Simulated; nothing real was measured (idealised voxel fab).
Process module under the name voxel trench capacitor
Square cell edge 5 nm, section width 140 nm, ID cut.
Square cells in a grid make up a cross-section in this document, and the grid is given as bands, listed from the top down, each one or more rows of cells.
In this notation a band is specified by the heights of its top and bottom, in that order and in nm, after which its materials appear from left to right, each paired with its width in nm. The word "full width" attached to a single material means that material fills the band from edge to edge; the word "empty" stands for empty space.
Zero point of the height axis is 0; under it, received wafer = one material. Lowest band: continues down indefinitely, "0 down".
A width such as "30 to 40" changes by the same amount from each row of cells to the next, from the band's top row to its bottom row.
Any step labelled "no change occurred" changed none of the cells in the cross-section.
"Encapsulated voids" lists enclosed empty spaces (at least 8 cells, no open path upward to the top), each as width x height at distance from the left edge, in nm.
Text after the settings on a step's line: the simulator's own remark on that step.
The setting "overlay nm" may be written on the line of a step. When the step uses a mask, the value reports how far to the right of the planned place the mask lay, and a negative value reports that it lay to the left.

PLANNED PROCESS STEPS
1: op RECEIVE | material Si
2: op CONFORMAL_DEP | material SiN | thk nm 5
3: op PATTERN | tone open | mask id TRENCH | material resist | width nm 30 | pitch nm 55 | thk nm 20 | overlay nm 0
4: op DIRECTIONAL_ETCH | etch materials SiN | depth nm 10
5: op DIRECTIONAL_ETCH | etch materials Si | depth nm 35
6: op STRIP | etch materials resist
7: op CONFORMAL_DEP | material HfO2 | thk nm 5
8: op CONFORMAL_DEP | material TiN | thk nm 5
9: op FILL_DEP | material W | thk nm 10
10: op CMP | height nm 10
Keep in mind the plan's value for the thk nm of step 2 comes from the first wafer; the wafers don't share that setting, but they do share the same starting point.

AFTER STEP 1, AS RECEIVED: FIRST OF SEVERAL WAFERS, CROSS-SECTION
	0 down  Si full width
	Encapsulated voids: none

AFTER THE MODULE'S FINAL STEP, STEP 10: THE FIRST OF SEVERAL WAFERS IN CROSS-SECTION
	10 to 5  30 of HfO2  5 of TiN  10 of W  5 of TiN  35 of HfO2  5 of TiN  10 of W  5 of TiN  35 of HfO2
	5 to 0  25 of SiN  5 of HfO2  5 of TiN  10 of W  5 of TiN  5 of HfO2  25 of SiN  5 of HfO2  5 of TiN  10 of W  5 of TiN  5 of HfO2  30 of SiN
	0 to -25  25 of Si  5 of HfO2  5 of TiN  10 of W  5 of TiN  5 of HfO2  25 of Si  5 of HfO2  5 of TiN  10 of W  5 of TiN  5 of HfO2  30 of Si
	-25 to -30  25 of Si  5 of HfO2  20 of TiN  5 of HfO2  25 of Si  5 of HfO2  20 of TiN  5 of HfO2  30 of Si
	-30 to -35  25 of Si  30 of HfO2  25 of Si  30 of HfO2  30 of Si
	-35 down  Si full width
	Encapsulated voids: none

CROSS-SECTION, LAST WAFER, MODULE COMPLETION
	10 to 0  SiN full width
	0 down  Si full width
	Encapsulated voids: none

THE TABLE BELOW HAS ONE ROW FOR EACH WAFER; A ROW SHOWS, AS OF THE END OF THE MODULE, HOW MANY CELLS OF EACH MATERIAL THE WAFER HAS GAINED, MARKED (+), OR LOST, MARKED (-), SINCE IT WAS RECEIVED, AND THEN THE WAFER'S CLOSED VOIDS
thk nm 5, +60 HfO2, -84 Si, +16 SiN, +36 TiN, +28 W, Encapsulated voids: none
thk nm 10, +44 HfO2, -84 Si, +32 SiN, +36 TiN, +28 W, Encapsulated voids: none
thk nm 15, +12 HfO2, +44 SiN, Encapsulated voids: none
thk nm 20, +56 SiN, Encapsulated voids: none
thk nm 25, +56 SiN, Encapsulated voids: none
